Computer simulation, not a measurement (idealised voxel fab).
Title: Process Module voxel released beams
In the cross-section labelled cut, the width is 250 nm and each square cell is 5 nm.
Notation: cross-section as square-cell grid; stated in bands, top first, going down; one or more cell rows per band. The band entry comprises the height of the band's top followed by the height of its bottom, expressed in nm, and subsequently the band's materials from left to right, each stated together with its width in nm. Where a single material is marked with the word "all across", that material fills the band from edge to edge. The word "air" represents empty space. Height reference: 0 = level under which incoming wafer is all one material. Lowest band: no bottom, runs on downward, e.g. "0 down". The two numbers in a width such as "30->40" mark its ends across the band: the first belongs to the top row of cells, the second to the bottom row, and from each row to the next the width moves by the same amount. Reading "no change" for a step: not a cell of the cross-section changed in it. "Sealed-off cavities" specifies each empty space that is not open to the top and that occupies no fewer than 8 cells, using the form width x height at distance, the distance measured from the left edge and all three quantities in nm. It should be noted that, on the line of a given step, the content following the step's settings is a remark produced by the simulator itself with respect to that step. Steps that use a mask can have "overlay nm" on their line. It says how far the mask sat to the right of where it was meant to be. Negative means to the left.

## plan
step 1: RECEIVE, material Si
step 2: CONFORMAL_DEP, material Al2O3, thk nm 10
step 3: DIRECTIONAL_DEP, material SiO2, thk nm 20
step 4: DIRECTIONAL_DEP, material aC, thk nm 15
step 5: PATTERN, tone open, mask id ANCHOR, material resist, width nm 30, thk nm 35, overlay nm 0
step 6: DIRECTIONAL_ETCH, etch materials aC, depth nm 15
step 7: STRIP, etch materials resist
step 8: DIRECTIONAL_ETCH, etch materials SiO2, depth nm 20
step 9: STRIP, etch materials aC
step 10: CONFORMAL_DEP, material W, thk nm 10
step 11: DIRECTIONAL_DEP, material aC, thk nm 10
step 12: PATTERN, tone cover, mask id BEAM, material resist, width nm 90, thk nm 25, overlay nm 0
step 13: DIRECTIONAL_ETCH, etch materials aC, depth nm 10
step 14: STRIP, etch materials resist
step 15: DIRECTIONAL_ETCH, etch materials W, depth nm 10
step 16: STRIP, etch materials aC
step 17: STRIP, etch materials SiO2

## Wafer as received: cross-section following step 1
* 0 down: Si all across
* Sealed-off cavities: none

## Here's the cross-section of the first of our two wafers at the end of the module - it ran as planned
* 40 to 30: 75 air, 15 W, 10 air, 65 W, 85 air
* 30 to 20: 80 air, 10 W, 10 air, 10 W, 140 air
* 20 to 10: 80 air, 30 W, 140 air
* 10 to 0: Al2O3 all across
* 0 down: Si all across
* Sealed-off cavities: none

## Module end: cross-section of wafer two of two. Same start and process plan as the first wafer. One mistake during execution
* 40 to 30: 70 air, 20 W, 10 air, 60 W, 90 air
* 30 to 20: 80 air, 10 W, 10 air, 10 W, 140 air
* 20 to 10: 80 air, 30 W, 140 air
* 10 to 0: Al2O3 all across
* 0 down: Si all across
* Sealed-off cavities: none
Processing error: step 12: run off-plan, actual operation and settings PATTERN, tone cover, mask id BEAM, material resist, width nm 90, thk nm 25, overlay nm -5
If you tally the cells, the second wafer ends up with the same amount of every material as the first; it's all just sitting in different places.
